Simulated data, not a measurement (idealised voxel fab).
Name of the process module below: voxel capacitor over wiring
Shown is cross-section cut, with a width of 190 nm and square cells of size 5 nm.
Format of a cross-section: grid, square cells. Given as bands. Order: top down. Band: one or more rows of cells. Within each band entry, the heights of the top and of the bottom of the band appear first, in that order and in nm; the materials of the band then follow from left to right, each with its corresponding width in nm. The designation "throughout" on a single material indicates that it fills the band from edge to edge; the designation "blank" indicates empty space. Basically, 0 is our baseline, since under it the wafer straight out of the box is all one material. The bottom band has no lower end and keeps on going down, so it looks like "0..down". You'd read "30->40" like this: the band's top row of cells is as wide as the first number, its bottom row is as wide as the second, and going down, every row changes width by the same amount as the row before did. Where the words "nothing altered" appear for a step, the cross-section shows no cell changed by that step; every cell remained as before. "Closed void entries": sealed empty spaces, 8 cells or more, no open way to top, listed width x height at distance, with distance from the left edge and width, height and distance in nm. Whatever follows a step's settings on its line is a remark the simulator itself makes about that step. A step line may carry the setting "overlay nm", which, for steps involving a mask, states the distance by which the mask lay to the right of its intended position; negative values denote displacement to the left. Reading key. Pairs: pre-step and post-step cross-section, one process step apart; post-step view only to lowest changed band. Step between + settings: beneath pair. Runs: pairs may be from different runs of this module, same starting wafer. Continuation from pair above: only where "Ex-ante state" entry says.

**Ex-ante state**
- 85..80 = 45 of HfO2; 15 of blank; 130 of HfO2
- 80..75 = 45 of TiN; 15 of blank; 130 of TiN
- 75..65 = 45 of SiO2; 15 of blank; 130 of SiO2
- 65..60 = 45 of SiO2; 15 of HfO2; 130 of SiO2
- 60..55 = 45 of SiO2; 15 of TiN; 130 of SiO2
- 55..35 = SiO2 throughout
- 35..30 = SiCN throughout
- 30..15 = 30 of SiO2; 30 of W; 70 of SiO2; 30 of W; 30 of SiO2
- 15..10 = 30 of SiO2; 30 of TiN; 70 of SiO2; 30 of TiN; 30 of SiO2
- 10..0 = SiO2 throughout
- 0..down = Si throughout
- Closed void entries: none

**Result of Step**
- 95..85 = 45 of TiN; 15 of blank; 130 of TiN
- 85..80 = 45 of HfO2; 15 of blank; 130 of HfO2
- 80..75 = 45 of TiN; 15 of blank; 130 of TiN
- 75..65 = 45 of SiO2; 15 of TiN; 130 of SiO2
- Everything under 65 stays put, no change at all.
- Closed void entries: none
What was done to get from the before section above to the after section? DIRECTIONAL_DEP,material TiN,thk nm 10

Ex-ante state: this step begins from the cross-section that the pair just above shows after its step.

**Result of Step**
- 105..95 = 45 of aC; 15 of blank; 130 of aC
- 95..85 = 45 of TiN; 15 of blank; 130 of TiN
- 85..80 = 45 of HfO2; 15 of aC; 130 of HfO2
- 80..75 = 45 of TiN; 15 of aC; 130 of TiN
- Everything under 75 stays put, no change at all.
- Closed void entries: none
What was done to get from the before section above to the after section? DIRECTIONAL_DEP,material aC,thk nm 10

Ex-ante state: this step begins from the cross-section that the pair just above shows after its step.

**Result of Step**
- 135..105 = 45 of blank; 75 of resist; 70 of blank
- 105..95 = 45 of aC; 15 of resist; 130 of aC
- 95..85 = 45 of TiN; 15 of resist; 130 of TiN
- Everything under 85 stays put, no change at all.
- Closed void entries: none
What was done to get from the before section above to the after section? PATTERN,tone cover,mask id UPPER_PLATE,material resist,width nm 75,thk nm 30,overlay nm 0

Ex-ante state: this step begins from the cross-section that the pair just above shows after its step.

**Result of Step**
- 125..105 = 45 of blank; 75 of resist; 70 of blank
- 105..95 = 45 of blank; 15 of resist; 60 of aC; 70 of blank
- Everything under 95 stays put, no change at all.
- Closed void entries: none
What was done to get from the before section above to the after section? DIRECTIONAL_ETCH,etch materials aC,depth nm 10

Ex-ante state: this step begins from the cross-section that the pair just above shows after its step.

**Result of Step**
- 105..95 = 60 of blank; 60 of aC; 70 of blank
- 95..85 = 45 of TiN; 15 of blank; 130 of TiN
- Everything under 85 stays put, no change at all.
- Closed void entries: none
What was done to get from the before section above to the after section? STRIP,etch materials resist

Ex-ante state: this step begins from the cross-section that the pair just above shows after its step.

**Result of Step**
- 105..95 = 60 of blank; 60 of aC; 70 of blank
- 95..85 = 60 of blank; 60 of TiN; 70 of blank
- Everything under 85 stays put, no change at all.
- Closed void entries: none
What was done to get from the before section above to the after section? DIRECTIONAL_ETCH,etch materials TiN,depth nm 10

Ex-ante state: this step begins from the cross-section that the pair just above shows after its step.

**Result of Step**
- 105..95 = 60 of blank; 60 of aC; 70 of blank
- 95..85 = 60 of blank; 60 of TiN; 70 of blank
- 85..80 = 45 of blank; 15 of aC; 60 of HfO2; 70 of blank
- Everything under 80 stays put, no change at all.
- Closed void entries: none
What was done to get from the before section above to the after section? DIRECTIONAL_ETCH,etch materials HfO2,depth nm 5

Ex-ante state: this step begins from the cross-section that the pair just above shows after its step.

**Result of Step**
- 95..85 = 60 of blank; 60 of TiN; 70 of blank
- 85..80 = 60 of blank; 60 of HfO2; 70 of blank
- 80..75 = 45 of TiN; 15 of blank; 130 of TiN
- Everything under 75 stays put, no change at all.
- Closed void entries: none
What was done to get from the before section above to the after section? STRIP,etch materials aC

Ex-ante state: this step begins from the cross-section that the pair just above shows after its step.

**Result of Step**
- 105..95 = 60 of blank; 60 of aC; 70 of blank
- 95..90 = 60 of blank; 60 of TiN; 70 of blank
- 90..85 = 45 of aC; 15 of blank; 60 of TiN; 70 of aC
- 85..80 = 60 of aC; 60 of HfO2; 70 of aC
- 80..75 = 45 of TiN; 15 of aC; 130 of TiN
- Everything under 75 stays put, no change at all.
- Closed void entries: none
What was done to get from the before section above to the after section? DIRECTIONAL_DEP,material aC,thk nm 10

Ex-ante state: this step begins from the cross-section that the pair just above shows after its step.

**Result of Step**
- 130..105 = 40 of blank; 85 of resist; 65 of blank
- 105..95 = 40 of blank; 20 of resist; 60 of aC; 5 of resist; 65 of blank
- 95..90 = 40 of blank; 20 of resist; 60 of TiN; 5 of resist; 65 of blank
- 90..85 = 45 of aC; 15 of resist; 60 of TiN; 70 of aC
- Everything under 85 stays put, no change at all.
- Closed void entries: none
What was done to get from the before section above to the after section? PATTERN,tone cover,mask id LOWER_PLATE,material resist,width nm 85,thk nm 25,overlay nm 0

Ex-ante state: this step begins from the cross-section that the pair just above shows after its step.

**Result of Step**
- 120..105 = 40 of blank; 85 of resist; 65 of blank
- 105..95 = 40 of blank; 20 of resist; 60 of aC; 5 of resist; 65 of blank
- 95..90 = 40 of blank; 20 of resist; 60 of TiN; 5 of resist; 65 of blank
- 90..85 = 40 of blank; 5 of aC; 15 of resist; 60 of TiN; 5 of aC; 65 of blank
- 85..80 = 40 of blank; 20 of aC; 60 of HfO2; 5 of aC; 65 of blank
- Everything under 80 stays put, no change at all.
- Closed void entries: none
What was done to get from the before section above to the after section? DIRECTIONAL_ETCH,etch materials aC,depth nm 10

Ex-ante state: this step begins from the cross-section that the pair just above shows after its step.

**Result of Step**
- 105..95 = 60 of blank; 60 of aC; 70 of blank
- 95..90 = 60 of blank; 60 of TiN; 70 of blank
- 90..85 = 40 of blank; 5 of aC; 15 of blank; 60 of TiN; 5 of aC; 65 of blank
- Everything under 85 stays put, no change at all.
- Closed void entries: none
What was done to get from the before section above to the after section? STRIP,etch materials resist

Ex-ante state: this step begins from the cross-section that the pair just above shows after its step.

**Result of Step**
- 105..95 = 60 of blank; 60 of aC; 70 of blank
- 95..90 = 60 of blank; 60 of TiN; 70 of blank
- 90..85 = 40 of blank; 5 of aC; 15 of blank; 60 of TiN; 5 of aC; 65 of blank
- 85..80 = 40 of blank; 20 of aC; 60 of HfO2; 5 of aC; 65 of blank
- 80..75 = 40 of blank; 5 of TiN; 15 of aC; 65 of TiN; 65 of blank
- Everything under 75 stays put, no change at all.
- Closed void entries: none
What was done to get from the before section above to the after section? DIRECTIONAL_ETCH,etch materials TiN,depth nm 5

Ex-ante state: this step begins from the cross-section that the pair just above shows after its step.

**Result of Step**
- 95..85 = 60 of blank; 60 of TiN; 70 of blank
- 85..80 = 60 of blank; 60 of HfO2; 70 of blank
- 80..75 = 40 of blank; 5 of TiN; 15 of blank; 65 of TiN; 65 of blank
- Everything under 75 stays put, no change at all.
- Closed void entries: none
What was done to get from the before section above to the after section? STRIP,etch materials aC

Ex-ante state: this step begins from the cross-section that the pair just above shows after its step.

**Result of Step**
- 110..95 = SiO2 throughout
- 95..85 = 60 of SiO2; 60 of TiN; 70 of SiO2
- 85..80 = 60 of SiO2; 60 of HfO2; 70 of SiO2
- 80..75 = 40 of SiO2; 5 of TiN; 15 of SiO2; 65 of TiN; 65 of SiO2
- Everything under 75 stays put, no change at all.
- Closed void entries: none
What was done to get from the before section above to the after section? FILL_DEP,material SiO2,thk nm 15

Ex-ante state: this step begins from the cross-section that the pair just above shows after its step.

**Result of Step**
- 85..80 = 60 of SiO2; 60 of HfO2; 70 of SiO2
- Everything under 80 stays put, no change at all.
- Closed void entries: none
What was done to get from the before section above to the after section? CMP,height nm 85

Ex-ante state: this step begins from the cross-section that the pair just above shows after its step.

**Result of Step**
- 100..85 = aC throughout
- Everything under 85 stays put, no change at all.
- Closed void entries: none
What was done to get from the before section above to the after section? DIRECTIONAL_DEP,material aC,thk nm 15

Ex-ante state: this step begins from the cross-section that the pair just above shows after its step.

**Result of Step**
- 135..100 = 55 of resist; 15 of blank; 120 of resist
- Everything under 100 stays put, no change at all.
- Closed void entries: none
What was done to get from the before section above to the after section? PATTERN,tone open,mask id PLUG_2,material resist,width nm 15,thk nm 35,overlay nm 0

Ex-ante state: this step begins from the cross-section that the pair just above shows after its step.

**Result of Step**
- 120..100 = 55 of resist; 15 of blank; 120 of resist
- 100..85 = 55 of aC; 15 of blank; 120 of aC
- Everything under 85 stays put, no change at all.
- Closed void entries: none
What was done to get from the before section above to the after section? DIRECTIONAL_ETCH,etch materials aC,depth nm 15

Ex-ante state: this step begins from the cross-section that the pair just above shows after its step.

**Result of Step**
- 100..85 = 55 of aC; 15 of blank; 120 of aC
- Everything under 85 stays put, no change at all.
- Closed void entries: none
What was done to get from the before section above to the after section? STRIP,etch materials resist

Ex-ante state: this step begins from the cross-section that the pair just above shows after its step.

**Result of Step**
- 100..85 = 55 of aC; 15 of blank; 120 of aC
- 85..80 = 55 of SiO2; 5 of blank; 60 of HfO2; 70 of SiO2
- 80..75 = 40 of SiO2; 5 of TiN; 10 of SiO2; 5 of blank; 65 of TiN; 65 of SiO2
- Everything under 75 stays put, no change at all.
- Closed void entries: none
What was done to get from the before section above to the after section? DIRECTIONAL_ETCH,etch materials SiO2,depth nm 10

Ex-ante state: this step begins from the cross-section that the pair just above shows after its step.

**Result of Step**
- 85..80 = 55 of SiO2; 5 of blank; 60 of HfO2; 70 of SiO2
- Everything under 80 stays put, no change at all.
- Closed void entries: none
What was done to get from the before section above to the after section? STRIP,etch materials aC

Ex-ante state: this step begins from the cross-section that the pair just above shows after its step.

**Result of Step**
- 90..85 = TiN throughout
- 85..80 = 55 of SiO2; 5 of TiN; 60 of HfO2; 70 of SiO2
- 80..75 = 40 of SiO2; 5 of TiN; 10 of SiO2; 70 of TiN; 65 of SiO2
- Everything under 75 stays put, no change at all.
- Closed void entries: none
What was done to get from the before section above to the after section? CONFORMAL_DEP,material TiN,thk nm 5

Ex-ante state: this step begins from the cross-section that the pair just above shows after its step.

**Result of Step**
- 95..90 = Ru throughout
- Everything under 90 stays put, no change at all.
- Closed void entries: none
What was done to get from the before section above to the after section? FILL_DEP,material Ru,thk nm 5

Ex-ante state: this step begins from the cross-section that the pair just above shows after its step.

**Result of Step**
- 85..80 = 55 of SiO2; 5 of TiN; 60 of HfO2; 70 of SiO2
- Everything under 80 stays put, no change at all.
- Closed void entries: none
What was done to get from the before section above to the after section? CMP,height nm 85

Ex-ante state: this step begins from the cross-section that the pair just above shows after its step.

**Result of Step**
- 90..85 = SiN throughout
- Everything under 85 stays put, no change at all.
- Closed void entries: none
What was done to get from the before section above to the after section? CONFORMAL_DEP,material SiN,thk nm 5

**Ex-ante state**
- 0..down = Si throughout
- Closed void entries: none

**Result of Step**
- 5..0 = TiN throughout
- Everything under 0 stays put, no change at all.
- Closed void entries: none
What was done to get from the before section above to the after section? DIRECTIONAL_DEP,material TiN,thk nm 5

Ex-ante state: this step begins from the cross-section that the pair just above shows after its step.

**Result of Step**
- 15..5 = SiO2 throughout
- Everything under 5 stays put, no change at all.
- Closed void entries: none
What was done to get from the before section above to the after section? CONFORMAL_DEP,material SiO2,thk nm 10

Ex-ante state: this step begins from the cross-section that the pair just above shows after its step.

**Result of Step**
- 30..15 = W throughout
- Everything under 15 stays put, no change at all.
- Closed void entries: none
What was done to get from the before section above to the after section? DIRECTIONAL_DEP,material W,thk nm 15

Ex-ante state: this step begins from the cross-section that the pair just above shows after its step.

**Result of Step**
- 40..30 = aC throughout
- Everything under 30 stays put, no change at all.
- Closed void entries: none
What was done to get from the before section above to the after section? DIRECTIONAL_DEP,material aC,thk nm 10

Ex-ante state: this step begins from the cross-section that the pair just above shows after its step.

**Result of Step**
- 65..40 = 30 of blank; 30 of resist; 70 of blank; 30 of resist; 30 of blank
- Everything under 40 stays put, no change at all.
- Closed void entries: none
What was done to get from the before section above to the after section? PATTERN,tone cover,mask id METAL_1,material resist,width nm 30,pitch nm 100,thk nm 25,overlay nm 0

Ex-ante state: this step begins from the cross-section that the pair just above shows after its step.

**Result of Step**
- 55..40 = 30 of blank; 30 of resist; 70 of blank; 30 of resist; 30 of blank
- 40..30 = 30 of blank; 30 of aC; 70 of blank; 30 of aC; 30 of blank
- Everything under 30 stays put, no change at all.
- Closed void entries: none
What was done to get from the before section above to the after section? DIRECTIONAL_ETCH,etch materials aC,depth nm 10

Ex-ante state: this step begins from the cross-section that the pair just above shows after its step.

**Result of Step**
- 40..30 = 30 of blank; 30 of aC; 70 of blank; 30 of aC; 30 of blank
- Everything under 30 stays put, no change at all.
- Closed void entries: none
What was done to get from the before section above to the after section? STRIP,etch materials resist

Ex-ante state: this step begins from the cross-section that the pair just above shows after its step.

**Result of Step**
- 40..30 = 30 of blank; 30 of aC; 70 of blank; 30 of aC; 30 of blank
- 30..15 = 30 of blank; 30 of W; 70 of blank; 30 of W; 30 of blank
- Everything under 15 stays put, no change at all.
- Closed void entries: none
What was done to get from the before section above to the after section? DIRECTIONAL_ETCH,etch materials W,depth nm 15

Ex-ante state: this step begins from the cross-section that the pair just above shows after its step.

**Result of Step**
- 30..15 = 30 of blank; 30 of W; 70 of blank; 30 of W; 30 of blank
- Everything under 15 stays put, no change at all.
- Closed void entries: none
What was done to get from the before section above to the after section? STRIP,etch materials aC

Ex-ante state: this step begins from the cross-section that the pair just above shows after its step.

**Result of Step**
- 40..30 = SiO2 throughout
- 30..15 = 30 of SiO2; 30 of W; 70 of SiO2; 30 of W; 30 of SiO2
- Everything under 15 stays put, no change at all.
- Closed void entries: none
What was done to get from the before section above to the after section? FILL_DEP,material SiO2,thk nm 10

Ex-ante state: this step begins from the cross-section that the pair just above shows after its step.

**Result of Step**
- 30..15 = 30 of SiO2; 30 of W; 70 of SiO2; 30 of W; 30 of SiO2
- Everything under 15 stays put, no change at all.
- Closed void entries: none
What was done to get from the before section above to the after section? CMP,height nm 30

Ex-ante state: this step begins from the cross-section that the pair just above shows after its step.

**Result of Step**
- 35..30 = SiCN throughout
- Everything under 30 stays put, no change at all.
- Closed void entries: none
What was done to get from the before section above to the after section? CONFORMAL_DEP,material SiCN,thk nm 5

Ex-ante state: this step begins from the cross-section that the pair just above shows after its step.

**Result of Step**
- 55..35 = SiO2 throughout
- Everything under 35 stays put, no change at all.
- Closed void entries: none
What was done to get from the before section above to the after section? DIRECTIONAL_DEP,material SiO2,thk nm 20

Ex-ante state: this step begins from the cross-section that the pair just above shows after its step.

**Result of Step**
- 70..55 = 45 of resist; 15 of blank; 130 of resist
- Everything under 55 stays put, no change at all.
- Closed void entries: none
What was done to get from the before section above to the after section? PATTERN,tone open,mask id PLUG_1,material resist,width nm 15,thk nm 15,overlay nm 0

Ex-ante state: this step begins from the cross-section that the pair just above shows after its step.

**Result of Step**
- 70..55 = 45 of resist; 15 of blank; 130 of resist
- 55..35 = 45 of SiO2; 15 of blank; 130 of SiO2
- Everything under 35 stays put, no change at all.
- Closed void entries: none
What was done to get from the before section above to the after section? DIRECTIONAL_ETCH,etch materials SiO2,depth nm 20

Ex-ante state: this step begins from the cross-section that the pair just above shows after its step.

**Result of Step**
- 70..55 = 45 of resist; 15 of blank; 130 of resist
- 55..35 = 45 of SiO2; 15 of blank; 130 of SiO2
- 35..30 = 45 of SiCN; 15 of blank; 130 of SiCN
- Everything under 30 stays put, no change at all.
- Closed void entries: none
What was done to get from the before section above to the after section? DIRECTIONAL_ETCH,etch materials SiCN,depth nm 5

Ex-ante state: this step begins from the cross-section that the pair just above shows after its step.

**Result of Step**
- 55..35 = 45 of SiO2; 15 of blank; 130 of SiO2
- Everything under 35 stays put, no change at all.
- Closed void entries: none
What was done to get from the before section above to the after section? STRIP,etch materials resist

Ex-ante state: this step begins from the cross-section that the pair just above shows after its step.

**Result of Step**
- 55..40 = 45 of SiO2; 15 of blank; 130 of SiO2
- 40..35 = 45 of SiO2; 15 of Ru; 130 of SiO2
- 35..30 = 45 of SiCN; 15 of Ru; 130 of SiCN
- Everything under 30 stays put, no change at all.
- Closed void entries: none
What was done to get from the before section above to the after section? EPI,material Ru,thk nm 10

Ex-ante state: this step begins from the cross-section that the pair just above shows after its step.

**Result of Step**
- 55..50 = 45 of SiO2; 15 of blank; 130 of SiO2
- 50..35 = 45 of SiO2; 15 of Ru; 130 of SiO2
- Everything under 35 stays put, no change at all.
- Closed void entries: none
What was done to get from the before section above to the after section? EPI,material Ru,thk nm 10

Ex-ante state: this step begins from the cross-section that the pair just above shows after its step.

**Result of Step**
- 55..35 = 45 of SiO2; 15 of Ru; 130 of SiO2
- Everything under 35 stays put, no change at all.
- Closed void entries: none
What was done to get from the before section above to the after section? EPI,material Ru,thk nm 5

Ex-ante state: this step begins from the cross-section that the pair just above shows after its step.

**Result of Step**
- 60..55 = TiN throughout
- Everything under 55 stays put, no change at all.
- Closed void entries: none
What was done to get from the before section above to the after section? DIRECTIONAL_DEP,material TiN,thk nm 5

Ex-ante state: this step begins from the cross-section that the pair just above shows after its step.

**Result of Step**
- 65..60 = HfO2 throughout
- Everything under 60 stays put, no change at all.
- Closed void entries: none
What was done to get from the before section above to the after section? DIRECTIONAL_DEP,material HfO2,thk nm 5

Ex-ante state: this step begins from the cross-section that the pair just above shows after its step.

**Result of Step**
- 75..65 = TiN throughout
- Everything under 65 stays put, no change at all.
- Closed void entries: none
What was done to get from the before section above to the after section? DIRECTIONAL_DEP,material TiN,thk nm 10

Ex-ante state: this step begins from the cross-section that the pair just above shows after its step.

**Result of Step**
- 85..75 = aC throughout
- Everything under 75 stays put, no change at all.
- Closed void entries: none
What was done to get from the before section above to the after section? DIRECTIONAL_DEP,material aC,thk nm 10

Ex-ante state: this step begins from the cross-section that the pair just above shows after its step.

**Result of Step**
- 115..85 = 45 of blank; 75 of resist; 70 of blank
- Everything under 85 stays put, no change at all.
- Closed void entries: none
What was done to get from the before section above to the after section? PATTERN,tone cover,mask id UPPER_PLATE,material resist,width nm 75,thk nm 30,overlay nm 0

Ex-ante state: this step begins from the cross-section that the pair just above shows after its step.

**Result of Step**
- 105..85 = 45 of blank; 75 of resist; 70 of blank
- 85..75 = 45 of blank; 75 of aC; 70 of blank
- Everything under 75 stays put, no change at all.
- Closed void entries: none
What was done to get from the before section above to the after section? DIRECTIONAL_ETCH,etch materials aC,depth nm 10

Ex-ante state: this step begins from the cross-section that the pair just above shows after its step.

**Result of Step**
- 85..75 = 45 of blank; 75 of aC; 70 of blank
- Everything under 75 stays put, no change at all.
- Closed void entries: none
What was done to get from the before section above to the after section? STRIP,etch materials resist

Ex-ante state: this step begins from the cross-section that the pair just above shows after its step.

**Result of Step**
- 85..75 = 45 of blank; 75 of aC; 70 of blank
- 75..65 = 45 of blank; 75 of TiN; 70 of blank
- Everything under 65 stays put, no change at all.
- Closed void entries: none
What was done to get from the before section above to the after section? DIRECTIONAL_ETCH,etch materials TiN,depth nm 10

Ex-ante state: this step begins from the cross-section that the pair just above shows after its step.

**Result of Step**
- 85..75 = 45 of blank; 75 of aC; 70 of blank
- 75..65 = 45 of blank; 75 of TiN; 70 of blank
- 65..60 = 45 of blank; 75 of HfO2; 70 of blank
- Everything under 60 stays put, no change at all.
- Closed void entries: none
What was done to get from the before section above to the after section? DIRECTIONAL_ETCH,etch materials HfO2,depth nm 5

Ex-ante state: this step begins from the cross-section that the pair just above shows after its step.

**Result of Step**
- 75..65 = 45 of blank; 75 of TiN; 70 of blank
- Everything under 65 stays put, no change at all.
- Closed void entries: none
What was done to get from the before section above to the after section? STRIP,etch materials aC

Ex-ante state: this step begins from the cross-section that the pair just above shows after its step.

**Result of Step**
- 85..75 = 45 of blank; 75 of aC; 70 of blank
- 75..70 = 45 of blank; 75 of TiN; 70 of blank
- 70..65 = 45 of aC; 75 of TiN; 70 of aC
- 65..60 = 45 of aC; 75 of HfO2; 70 of aC
- Everything under 60 stays put, no change at all.
- Closed void entries: none
What was done to get from the before section above to the after section? DIRECTIONAL_DEP,material aC,thk nm 10

Ex-ante state: this step begins from the cross-section that the pair just above shows after its step.

**Result of Step**
- 110..85 = 40 of blank; 85 of resist; 65 of blank
- 85..75 = 40 of blank; 5 of resist; 75 of aC; 5 of resist; 65 of blank
- 75..70 = 40 of blank; 5 of resist; 75 of TiN; 5 of resist; 65 of blank
- Everything under 70 stays put, no change at all.
- Closed void entries: none
What was done to get from the before section above to the after section? PATTERN,tone cover,mask id LOWER_PLATE,material resist,width nm 85,thk nm 25,overlay nm 0

Ex-ante state: this step begins from the cross-section that the pair just above shows after its step.

**Result of Step**
- 100..85 = 40 of blank; 85 of resist; 65 of blank
- 85..75 = 40 of blank; 5 of resist; 75 of aC; 5 of resist; 65 of blank
- 75..70 = 40 of blank; 5 of resist; 75 of TiN; 5 of resist; 65 of blank
- 70..65 = 40 of blank; 5 of aC; 75 of TiN; 5 of aC; 65 of blank
- 65..60 = 40 of blank; 5 of aC; 75 of HfO2; 5 of aC; 65 of blank
- Everything under 60 stays put, no change at all.
- Closed void entries: none
What was done to get from the before section above to the after section? DIRECTIONAL_ETCH,etch materials aC,depth nm 10

Ex-ante state: this step begins from the cross-section that the pair just above shows after its step.

**Result of Step**
- 85..75 = 45 of blank; 75 of aC; 70 of blank
- 75..70 = 45 of blank; 75 of TiN; 70 of blank
- Everything under 70 stays put, no change at all.
- Closed void entries: none
What was done to get from the before section above to the after section? STRIP,etch materials resist

Ex-ante state: this step begins from the cross-section that the pair just above shows after its step.

**Result of Step**
- 85..75 = 45 of blank; 75 of aC; 70 of blank
- 75..70 = 45 of blank; 75 of TiN; 70 of blank
- 70..65 = 40 of blank; 5 of aC; 75 of TiN; 5 of aC; 65 of blank
- 65..60 = 40 of blank; 5 of aC; 75 of HfO2; 5 of aC; 65 of blank
- 60..55 = 40 of blank; 85 of TiN; 65 of blank
- Everything under 55 stays put, no change at all.
- Closed void entries: none
What was done to get from the before section above to the after section? DIRECTIONAL_ETCH,etch materials TiN,depth nm 5

Ex-ante state: this step begins from the cross-section that the pair just above shows after its step.

**Result of Step**
- 75..65 = 45 of blank; 75 of TiN; 70 of blank
- 65..60 = 45 of blank; 75 of HfO2; 70 of blank
- Everything under 60 stays put, no change at all.
- Closed void entries: none
What was done to get from the before section above to the after section? STRIP,etch materials aC

Ex-ante state: this step begins from the cross-section that the pair just above shows after its step.

**Result of Step**
- 90..75 = SiO2 throughout
- 75..65 = 45 of SiO2; 75 of TiN; 70 of SiO2
- 65..60 = 45 of SiO2; 75 of HfO2; 70 of SiO2
- 60..55 = 40 of SiO2; 85 of TiN; 65 of SiO2
- Everything under 55 stays put, no change at all.
- Closed void entries: none
What was done to get from the before section above to the after section? FILL_DEP,material SiO2,thk nm 15

Ex-ante state: this step begins from the cross-section that the pair just above shows after its step.

**Result of Step**
- 85..75 = SiO2 throughout
- Everything under 75 stays put, no change at all.
- Closed void entries: none
What was done to get from the before section above to the after section? CMP,height nm 85

Ex-ante state: this step begins from the cross-section that the pair just above shows after its step.

**Result of Step**
- 100..85 = aC throughout
- Everything under 85 stays put, no change at all.
- Closed void entries: none
What was done to get from the before section above to the after section? DIRECTIONAL_DEP,material aC,thk nm 15

Ex-ante state: this step begins from the cross-section that the pair just above shows after its step.

**Result of Step**
- 135..100 = 55 of resist; 15 of blank; 120 of resist
- Everything under 100 stays put, no change at all.
- Closed void entries: none
What was done to get from the before section above to the after section? PATTERN,tone open,mask id PLUG_2,material resist,width nm 15,thk nm 35,overlay nm 0

Ex-ante state: this step begins from the cross-section that the pair just above shows after its step.

**Result of Step**
- 120..100 = 55 of resist; 15 of blank; 120 of resist
- 100..85 = 55 of aC; 15 of blank; 120 of aC
- Everything under 85 stays put, no change at all.
- Closed void entries: none
What was done to get from the before section above to the after section? DIRECTIONAL_ETCH,etch materials aC,depth nm 15

Ex-ante state: this step begins from the cross-section that the pair just above shows after its step.

**Result of Step**
- 100..85 = 55 of aC; 15 of blank; 120 of aC
- Everything under 85 stays put, no change at all.
- Closed void entries: none
What was done to get from the before section above to the after section? STRIP,etch materials resist

Ex-ante state: this step begins from the cross-section that the pair just above shows after its step.

**Result of Step**
- 100..85 = 55 of aC; 15 of blank; 120 of aC
- 85..75 = 55 of SiO2; 15 of blank; 120 of SiO2
- Everything under 75 stays put, no change at all.
- Closed void entries: none
What was done to get from the before section above to the after section? DIRECTIONAL_ETCH,etch materials SiO2,depth nm 10

Ex-ante state: this step begins from the cross-section that the pair just above shows after its step.

**Result of Step**
- 85..75 = 55 of SiO2; 15 of blank; 120 of SiO2
- Everything under 75 stays put, no change at all.
- Closed void entries: none
What was done to get from the before section above to the after section? STRIP,etch materials aC

Ex-ante state: this step begins from the cross-section that the pair just above shows after its step.

**Result of Step**
- 90..85 = 60 of TiN; 5 of blank; 125 of TiN
- 85..80 = 55 of SiO2; 5 of TiN; 5 of blank; 5 of TiN; 120 of SiO2
- 80..75 = 55 of SiO2; 15 of TiN; 120 of SiO2
- Everything under 75 stays put, no change at all.
- Closed void entries: none
What was done to get from the before section above to the after section? CONFORMAL_DEP,material TiN,thk nm 5

Ex-ante state: this step begins from the cross-section that the pair just above shows after its step.

**Result of Step**
- 95..90 = Ru throughout
- 90..85 = 60 of TiN; 5 of Ru; 125 of TiN
- 85..80 = 55 of SiO2; 5 of TiN; 5 of Ru; 5 of TiN; 120 of SiO2
- Everything under 80 stays put, no change at all.
- Closed void entries: none
What was done to get from the before section above to the after section? FILL_DEP,material Ru,thk nm 5

Ex-ante state: this step begins from the cross-section that the pair just above shows after its step.

**Result of Step**
- 85..80 = 55 of SiO2; 5 of TiN; 5 of Ru; 5 of TiN; 120 of SiO2
- Everything under 80 stays put, no change at all.
- Closed void entries: none
What was done to get from the before section above to the after section? CMP,height nm 85

Ex-ante state: this step begins from the cross-section that the pair just above shows after its step.

**Result of Step**
- 90..85 = SiN throughout
- Everything under 85 stays put, no change at all.
- Closed void entries: none
What was done to get from the before section above to the after section? CONFORMAL_DEP,material SiN,thk nm 5

**Ex-ante state**
- 70..55 = 45 of resist; 15 of blank; 130 of resist
- 55..35 = SiO2 throughout
- 35..30 = SiCN throughout
- 30..15 = 30 of SiO2; 30 of W; 70 of SiO2; 30 of W; 30 of SiO2
- 15..10 = 30 of SiO2; 30 of TiN; 70 of SiO2; 30 of TiN; 30 of SiO2
- 10..0 = SiO2 throughout
- 0..down = Si throughout
- Closed void entries: none

**Result of Step**
- 70..55 = 45 of resist; 15 of blank; 130 of resist
- 55..40 = 45 of SiO2; 15 of blank; 130 of SiO2
- Everything under 40 stays put, no change at all.
- Closed void entries: none
What was done to get from the before section above to the after section? DIRECTIONAL_ETCH,etch materials SiO2,depth nm 15

Ex-ante state: this step begins from the cross-section that the pair just above shows after its step.

**Result of Step**
- 55..40 = 45 of SiO2; 15 of blank; 130 of SiO2
- Everything under 40 stays put, no change at all.
- Closed void entries: none
What was done to get from the before section above to the after section? STRIP,etch materials resist

Ex-ante state: this step begins from the cross-section that the pair just above shows after its step.

**Result of Step**
- 60..55 = 45 of TiN; 15 of blank; 130 of TiN
- 55..45 = 45 of SiO2; 15 of blank; 130 of SiO2
- 45..40 = 45 of SiO2; 15 of TiN; 130 of SiO2
- Everything under 40 stays put, no change at all.
- Closed void entries: none
What was done to get from the before section above to the after section? DIRECTIONAL_DEP,material TiN,thk nm 5

Ex-ante state: this step begins from the cross-section that the pair just above shows after its step.

**Result of Step**
- 65..60 = 45 of HfO2; 15 of blank; 130 of HfO2
- 60..55 = 45 of TiN; 15 of blank; 130 of TiN
- 55..50 = 45 of SiO2; 15 of blank; 130 of SiO2
- 50..45 = 45 of SiO2; 15 of HfO2; 130 of SiO2
- Everything under 45 stays put, no change at all.
- Closed void entries: none
What was done to get from the before section above to the after section? DIRECTIONAL_DEP,material HfO2,thk nm 5

Ex-ante state: this step begins from the cross-section that the pair just above shows after its step.

**Result of Step**
- 75..65 = 45 of TiN; 15 of blank; 130 of TiN
- 65..60 = 45 of HfO2; 15 of blank; 130 of HfO2
- 60..55 = TiN throughout
- 55..50 = 45 of SiO2; 15 of TiN; 130 of SiO2
- Everything under 50 stays put, no change at all.
- Closed void entries: none
What was done to get from the before section above to the after section? DIRECTIONAL_DEP,material TiN,thk nm 10

Ex-ante state: this step begins from the cross-section that the pair just above shows after its step.

**Result of Step**
- 85..75 = 45 of aC; 15 of blank; 130 of aC
- 75..70 = 45 of TiN; 15 of blank; 130 of TiN
- 70..65 = 45 of TiN; 15 of aC; 130 of TiN
- 65..60 = 45 of HfO2; 15 of aC; 130 of HfO2
- Everything under 60 stays put, no change at all.
- Closed void entries: none
What was done to get from the before section above to the after section? DIRECTIONAL_DEP,material aC,thk nm 10

Ex-ante state: this step begins from the cross-section that the pair just above shows after its step.

**Result of Step**
- 115..85 = 45 of blank; 75 of resist; 70 of blank
- 85..75 = 45 of aC; 15 of resist; 130 of aC
- 75..70 = 45 of TiN; 15 of resist; 130 of TiN
- Everything under 70 stays put, no change at all.
- Closed void entries: none
What was done to get from the before section above to the after section? PATTERN,tone cover,mask id UPPER_PLATE,material resist,width nm 75,thk nm 30,overlay nm 0
